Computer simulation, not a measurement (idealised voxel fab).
process module | voxel local oxidation
cross-section cut | 220 nm wide | cells 5 nm
A cross-section is a grid of square cells, given in bands from the top down. A band is one or more rows of cells.
Each band's line starts with the height of the band's top and of its bottom, in nm. Then come its materials from left to right, each with its width in nm. One material with "throughout" fills the band from edge to edge. "air" is empty space.
Height 0 is the level under which the wafer as received is all one material. The lowest band goes on downwards, as in "0 down".
A width such as "30 to 40" changes by the same amount from each row of cells to the next, from the band's top row to its bottom row.
"no change" after a step means that no cell of the cross-section changed.
closed voids: empty space of 8 cells or more with no open way to the top, each as width x height at its distance from the left edge, in nm
after a step's settings: what the simulator itself notes on the step
overlay nm, on a step with a mask: how far to the right of its planned place the mask lay; to the left if negative
plan
1 op RECEIVE | material Si
2 op OXIDIZE | depth nm 5
3 op CONFORMAL_DEP | material SiN | thk nm 10
4 op DIRECTIONAL_DEP | material aC | thk nm 10
5 op PATTERN | tone cover | mask id ACTIVE | material resist | width nm 115 | thk nm 25 | overlay nm 0
6 op DIRECTIONAL_ETCH | etch materials aC | depth nm 10
7 op STRIP | etch materials resist
8 op DIRECTIONAL_ETCH | etch materials SiN | depth nm 10
9 op STRIP | etch materials aC
10 op SELECTIVE_ETCH | etch materials SiO2 | depth nm 5
11 op OXIDIZE | depth nm 15
12 op STRIP | etch materials SiN
as received, after step 1
  0 down: Si throughout
  closed voids: none
a wafer at the end: this start, this plan, one mistake
  -5 to -20: air 70 | Si 75 | air 75
  -20 down: Si throughout
  closed voids: none
what went wrong: step 12 ran as: op STRIP | etch materials SiO2
